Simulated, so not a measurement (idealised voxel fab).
process module | voxel gate over fins
cross-section cut | 195 nm wide | cells 5 nm
A cross-section is a grid of square cells, given in bands from the top down. A band is one or more rows of cells.
Each band's line starts with the height of the band's top and of its bottom, in nm. Then come its materials from left to right, each with its width in nm. One material with "throughout" fills the band from edge to edge. "air" is empty space.
Height 0 is the level under which the wafer as received is all one material. The lowest band goes on downwards, as in "0 down".
A width such as "30 to 40" changes by the same amount from each row of cells to the next, from the band's top row to its bottom row.
"no change" after a step means that no cell of the cross-section changed.
closed voids: empty space of 8 cells or more with no open way to the top, each as width x height at its distance from the left edge, in nm
after a step's settings: what the simulator itself notes on the step
overlay nm, on a step with a mask: how far to the right of its planned place the mask lay; to the left if negative
Each pair below shows a cross-section before one step and the cross-section after it, down to the lowest band that changed. The line under each pair gives the step between them, with its settings. The pairs can come from different runs of this module on the same starting wafer, so a pair continues from the pair above only where its "before" says so.
before
  20 to 5: aC throughout
  5 to 0: SiO2 75 | SiN 15 | SiO2 35 | SiN 15 | SiO2 55
  0 to -40: SiO2 75 | Si 15 | SiO2 35 | Si 15 | SiO2 55
  -40 down: Si throughout
  closed voids: none
after
  50 to 20: resist 90 | air 15 | resist 90
  below 20: unchanged
  closed voids: none
the step between: op PATTERN | tone open | mask id RAIL | material resist | width nm 15 | thk nm 30 | overlay nm 0
before: the cross-section after the pair above
after
  35 to 20: resist 90 | air 15 | resist 90
  20 to 5: aC 90 | air 15 | aC 90
  below 5: unchanged
  closed voids: none
the step between: op DIRECTIONAL_ETCH | etch materials aC | depth nm 15
before: the cross-section after the pair above
after
  20 to 5: aC 90 | air 15 | aC 90
  below 5: unchanged
  closed voids: none
the step between: op STRIP | etch materials resist
before: the cross-section after the pair above
after
  20 to 5: aC 90 | air 15 | aC 90
  5 to 0: SiO2 75 | SiN 15 | air 15 | SiO2 20 | SiN 15 | SiO2 55
  0 to -35: SiO2 75 | Si 15 | air 15 | SiO2 20 | Si 15 | SiO2 55
  below -35: unchanged
  closed voids: none
the step between: op DIRECTIONAL_ETCH | etch materials SiO2 | depth nm 40
before: the cross-section after the pair above
after
  5 to 0: SiO2 75 | SiN 15 | air 15 | SiO2 20 | SiN 15 | SiO2 55
  below 0: unchanged
  closed voids: none
the step between: op STRIP | etch materials aC
before: the cross-section after the pair above
after
  10 to 5: TiN 95 | air 5 | TiN 95
  5 to 0: SiO2 75 | SiN 15 | TiN 5 | air 5 | TiN 5 | SiO2 20 | SiN 15 | SiO2 55
  0 to -30: SiO2 75 | Si 15 | TiN 5 | air 5 | TiN 5 | SiO2 20 | Si 15 | SiO2 55
  -30 to -35: SiO2 75 | Si 15 | TiN 15 | SiO2 20 | Si 15 | SiO2 55
  below -35: unchanged
  closed voids: none
the step between: op CONFORMAL_DEP | material TiN | thk nm 5
before: the cross-section after the pair above
after
  15 to 10: W throughout
  10 to 5: TiN 95 | W 5 | TiN 95
  5 to 0: SiO2 75 | SiN 15 | TiN 5 | W 5 | TiN 5 | SiO2 20 | SiN 15 | SiO2 55
  0 to -30: SiO2 75 | Si 15 | TiN 5 | W 5 | TiN 5 | SiO2 20 | Si 15 | SiO2 55
  below -30: unchanged
  closed voids: none
the step between: op FILL_DEP | material W | thk nm 5
before: the cross-section after the pair above
after
  5 to 0: SiO2 75 | SiN 15 | TiN 5 | W 5 | TiN 5 | SiO2 20 | SiN 15 | SiO2 55
  below 0: unchanged
  closed voids: none
the step between: op CMP | height nm 5
before: the cross-section after the pair above
after
  5 to 0: SiO2 75 | SiN 15 | air 15 | SiO2 20 | SiN 15 | SiO2 55
  0 to -20: SiO2 75 | Si 15 | air 15 | SiO2 20 | Si 15 | SiO2 55
  below -20: unchanged
  closed voids: none
the step between: op SELECTIVE_ETCH | etch materials W Ru TiN | depth nm 25
before: the cross-section after the pair above
after
  10 to 5: SiO2 throughout
  5 to 0: SiO2 75 | SiN 15 | SiO2 35 | SiN 15 | SiO2 55
  0 to -20: SiO2 75 | Si 15 | SiO2 35 | Si 15 | SiO2 55
  below -20: unchanged
  closed voids: none
the step between: op FILL_DEP | material SiO2 | thk nm 5
before: the cross-section after the pair above
after
  5 to 0: SiO2 75 | SiN 15 | SiO2 35 | SiN 15 | SiO2 55
  below 0: unchanged
  closed voids: none
the step between: op CMP | height nm 5
before: the cross-section after the pair above
after
  5 to 0: air 75 | SiN 15 | air 35 | SiN 15 | air 55
  0 to -10: air 75 | Si 15 | air 35 | Si 15 | air 55
  below -10: unchanged
  closed voids: none
the step between: op SELECTIVE_ETCH | etch materials SiO2 | depth nm 15
before: the cross-section after the pair above
after
  0 to -10: air 75 | Si 15 | air 35 | Si 15 | air 55
  below -10: unchanged
  closed voids: none
the step between: op STRIP | etch materials SiN
before: the cross-section after the pair above
after
  5 to 0: air 70 | HfO2 25 | air 25 | HfO2 25 | air 50
  0 to -5: air 70 | HfO2 5 | Si 15 | HfO2 5 | air 25 | HfO2 5 | Si 15 | HfO2 5 | air 50
  -5 to -10: HfO2 75 | Si 15 | HfO2 35 | Si 15 | HfO2 55
  below -10: unchanged
  closed voids: none
the step between: op CONFORMAL_DEP | material HfO2 | thk nm 5
before: the cross-section after the pair above
after
  10 to 5: air 65 | TiN 35 | air 15 | TiN 35 | air 45
  5 to 0: air 65 | TiN 5 | HfO2 25 | TiN 5 | air 15 | TiN 5 | HfO2 25 | TiN 5 | air 45
  0 to -5: TiN 70 | HfO2 5 | Si 15 | HfO2 5 | TiN 25 | HfO2 5 | Si 15 | HfO2 5 | TiN 50
  below -5: unchanged
  closed voids: none
the step between: op CONFORMAL_DEP | material TiN | thk nm 5
before: the cross-section after the pair above
after
  15 to 10: air 60 | TiAl 45 | air 5 | TiAl 45 | air 40
  10 to 5: air 60 | TiAl 5 | TiN 35 | TiAl 5 | air 5 | TiAl 5 | TiN 35 | TiAl 5 | air 40
  5 to 0: TiAl 65 | TiN 5 | HfO2 25 | TiN 5 | TiAl 15 | TiN 5 | HfO2 25 | TiN 5 | TiAl 45
  below 0: unchanged
  closed voids: none
the step between: op CONFORMAL_DEP | material TiAl | thk nm 5
before: the cross-section after the pair above
after
  20 to 15: air 55 | TiN 105 | air 35
  15 to 10: air 55 | TiN 5 | TiAl 45 | TiN 5 | TiAl 45 | TiN 5 | air 35
  10 to 5: TiN 60 | TiAl 5 | TiN 35 | TiAl 5 | TiN 5 | TiAl 5 | TiN 35 | TiAl 5 | TiN 40
  below 5: unchanged
  closed voids: none
the step between: op CONFORMAL_DEP | material TiN | thk nm 5
before: the cross-section after the pair above
after
  30 to 20: W throughout
  20 to 15: W 55 | TiN 105 | W 35
  15 to 10: W 55 | TiN 5 | TiAl 45 | TiN 5 | TiAl 45 | TiN 5 | W 35
  below 10: unchanged
  closed voids: none
the step between: op FILL_DEP | material W | thk nm 10
before: the cross-section after the pair above
after
  25 to 20: W throughout
  below 20: unchanged
  closed voids: none
the step between: op CMP | height nm 25
before: the cross-section after the pair above
after
  35 to 25: SiN throughout
  below 25: unchanged
  closed voids: none
the step between: op CONFORMAL_DEP | material SiN | thk nm 10
before
  20 to 15: air 45 | TiN 105 | air 45
  15 to 10: air 45 | TiN 5 | TiAl 45 | TiN 5 | TiAl 45 | TiN 5 | air 45
  10 to 5: TiN 50 | TiAl 5 | TiN 35 | TiAl 5 | TiN 5 | TiAl 5 | TiN 35 | TiAl 5 | TiN 50
  5 to 0: TiAl 55 | TiN 5 | HfO2 25 | TiN 5 | TiAl 15 | TiN 5 | HfO2 25 | TiN 5 | TiAl 55
  0 to -5: TiN 60 | HfO2 5 | Si 15 | HfO2 5 | TiN 25 | HfO2 5 | Si 15 | HfO2 5 | TiN 60
  -5 to -10: HfO2 65 | Si 15 | HfO2 35 | Si 15 | HfO2 65
  -10 to -20: SiO2 65 | Si 15 | SiO2 35 | Si 15 | SiO2 65
  -20 to -30: SiO2 65 | Si 15 | SiO2 10 | TiN 5 | W 5 | TiN 5 | SiO2 10 | Si 15 | SiO2 65
  -30 to -35: SiO2 65 | Si 15 | SiO2 10 | TiN 15 | SiO2 10 | Si 15 | SiO2 65
  -35 to -40: SiO2 65 | Si 15 | SiO2 35 | Si 15 | SiO2 65
  -40 down: Si throughout
  closed voids: none
after
  30 to 15: TiN throughout
  15 to 10: TiN 50 | TiAl 45 | TiN 5 | TiAl 45 | TiN 50
  below 10: unchanged
  closed voids: none
the step between: op FILL_DEP | material TiN | thk nm 10
before: the cross-section after the pair above
after
  25 to 15: TiN throughout
  below 15: unchanged
  closed voids: none
the step between: op CMP | height nm 25
before: the cross-section after the pair above
after
  35 to 25: SiN throughout
  below 25: unchanged
  closed voids: none
the step between: op CONFORMAL_DEP | material SiN | thk nm 10
before
  20 to 5: aC throughout
  5 to 0: SiO2 65 | SiN 15 | SiO2 35 | SiN 15 | SiO2 65
  0 to -40: SiO2 65 | Si 15 | SiO2 35 | Si 15 | SiO2 65
  -40 down: Si throughout
  closed voids: none
after
  50 to 20: air 90 | resist 15 | air 90
  below 20: unchanged
  closed voids: none
the step between: op PATTERN | tone cover | mask id RAIL | material resist | width nm 15 | thk nm 30 | overlay nm 0
before: the cross-section after the pair above
after
  35 to 20: air 90 | resist 15 | air 90
  20 to 5: air 90 | aC 15 | air 90
  below 5: unchanged
  closed voids: none
the step between: op DIRECTIONAL_ETCH | etch materials aC | depth nm 15
before: the cross-section after the pair above
after
  20 to 5: air 90 | aC 15 | air 90
  below 5: unchanged
  closed voids: none
the step between: op STRIP | etch materials resist
before: the cross-section after the pair above
after
  20 to 5: air 90 | aC 15 | air 90
  5 to 0: air 65 | SiN 15 | air 10 | SiO2 15 | air 10 | SiN 15 | air 65
  0 to -35: air 65 | Si 15 | air 10 | SiO2 15 | air 10 | Si 15 | air 65
  below -35: unchanged
  closed voids: none
the step between: op DIRECTIONAL_ETCH | etch materials SiO2 | depth nm 40
before: the cross-section after the pair above
after
  5 to 0: air 65 | SiN 15 | air 10 | SiO2 15 | air 10 | SiN 15 | air 65
  below 0: unchanged
  closed voids: none
the step between: op STRIP | etch materials aC
before: the cross-section after the pair above
after
  10 to 5: air 60 | TiN 75 | air 60
  5 to 0: air 60 | TiN 5 | SiN 15 | TiN 10 | SiO2 15 | TiN 10 | SiN 15 | TiN 5 | air 60
  0 to -30: air 60 | TiN 5 | Si 15 | TiN 10 | SiO2 15 | TiN 10 | Si 15 | TiN 5 | air 60
  -30 to -35: TiN 65 | Si 15 | TiN 10 | SiO2 15 | TiN 10 | Si 15 | TiN 65
  below -35: unchanged
  closed voids: none
the step between: op CONFORMAL_DEP | material TiN | thk nm 5
before: the cross-section after the pair above
after
  15 to 10: W throughout
  10 to 5: W 60 | TiN 75 | W 60
  5 to 0: W 60 | TiN 5 | SiN 15 | TiN 10 | SiO2 15 | TiN 10 | SiN 15 | TiN 5 | W 60
  0 to -30: W 60 | TiN 5 | Si 15 | TiN 10 | SiO2 15 | TiN 10 | Si 15 | TiN 5 | W 60
  below -30: unchanged
  closed voids: none
the step between: op FILL_DEP | material W | thk nm 5
before: the cross-section after the pair above
after
  5 to 0: W 60 | TiN 5 | SiN 15 | TiN 10 | SiO2 15 | TiN 10 | SiN 15 | TiN 5 | W 60
  below 0: unchanged
  closed voids: none
the step between: op CMP | height nm 5
before: the cross-section after the pair above
after
  5 to 0: air 65 | SiN 15 | air 10 | SiO2 15 | air 10 | SiN 15 | air 65
  0 to -20: air 65 | Si 15 | air 10 | SiO2 15 | air 10 | Si 15 | air 65
  below -20: unchanged
  closed voids: none
the step between: op SELECTIVE_ETCH | etch materials W Ru TiN | depth nm 25
before: the cross-section after the pair above
after
  10 to 5: SiO2 throughout
  5 to 0: SiO2 65 | SiN 15 | SiO2 35 | SiN 15 | SiO2 65
  0 to -20: SiO2 65 | Si 15 | SiO2 35 | Si 15 | SiO2 65
  below -20: unchanged
  closed voids: none
the step between: op FILL_DEP | material SiO2 | thk nm 5
before: the cross-section after the pair above
after
  5 to 0: SiO2 65 | SiN 15 | SiO2 35 | SiN 15 | SiO2 65
  below 0: unchanged
  closed voids: none
the step between: op CMP | height nm 5
before: the cross-section after the pair above
after
  5 to 0: air 65 | SiN 15 | air 35 | SiN 15 | air 65
  0 to -10: air 65 | Si 15 | air 35 | Si 15 | air 65
  below -10: unchanged
  closed voids: none
the step between: op SELECTIVE_ETCH | etch materials SiO2 | depth nm 15
before: the cross-section after the pair above
after
  0 to -10: air 65 | Si 15 | air 35 | Si 15 | air 65
  below -10: unchanged
  closed voids: none
the step between: op STRIP | etch materials SiN
before: the cross-section after the pair above
after
  5 to 0: air 60 | HfO2 25 | air 25 | HfO2 25 | air 60
  0 to -5: air 60 | HfO2 5 | Si 15 | HfO2 5 | air 25 | HfO2 5 | Si 15 | HfO2 5 | air 60
  -5 to -10: HfO2 65 | Si 15 | HfO2 35 | Si 15 | HfO2 65
  below -10: unchanged
  closed voids: none
the step between: op CONFORMAL_DEP | material HfO2 | thk nm 5
before: the cross-section after the pair above
after
  10 to 5: air 55 | TiN 35 | air 15 | TiN 35 | air 55
  5 to 0: air 55 | TiN 5 | HfO2 25 | TiN 5 | air 15 | TiN 5 | HfO2 25 | TiN 5 | air 55
  0 to -5: TiN 60 | HfO2 5 | Si 15 | HfO2 5 | TiN 25 | HfO2 5 | Si 15 | HfO2 5 | TiN 60
  below -5: unchanged
  closed voids: none
the step between: op CONFORMAL_DEP | material TiN | thk nm 5
before: the cross-section after the pair above
after
  15 to 10: air 50 | TiAl 45 | air 5 | TiAl 45 | air 50
  10 to 5: air 50 | TiAl 5 | TiN 35 | TiAl 5 | air 5 | TiAl 5 | TiN 35 | TiAl 5 | air 50
  5 to 0: TiAl 55 | TiN 5 | HfO2 25 | TiN 5 | TiAl 15 | TiN 5 | HfO2 25 | TiN 5 | TiAl 55
  below 0: unchanged
  closed voids: none
the step between: op CONFORMAL_DEP | material TiAl | thk nm 5
before: the cross-section after the pair above
after
  20 to 15: air 45 | TiN 105 | air 45
  15 to 10: air 45 | TiN 5 | TiAl 45 | TiN 5 | TiAl 45 | TiN 5 | air 45
  10 to 5: TiN 50 | TiAl 5 | TiN 35 | TiAl 5 | TiN 5 | TiAl 5 | TiN 35 | TiAl 5 | TiN 50
  below 5: unchanged
  closed voids: none
the step between: op CONFORMAL_DEP | material TiN | thk nm 5
before: the cross-section after the pair above
after
  30 to 20: W throughout
  20 to 15: W 45 | TiN 105 | W 45
  15 to 10: W 45 | TiN 5 | TiAl 45 | TiN 5 | TiAl 45 | TiN 5 | W 45
  below 10: unchanged
  closed voids: none
the step between: op FILL_DEP | material W | thk nm 10
before: the cross-section after the pair above
after
  25 to 20: W throughout
  below 20: unchanged
  closed voids: none
the step between: op CMP | height nm 25
before: the cross-section after the pair above
after
  35 to 25: SiN throughout
  below 25: unchanged
  closed voids: none
the step between: op CONFORMAL_DEP | material SiN | thk nm 10
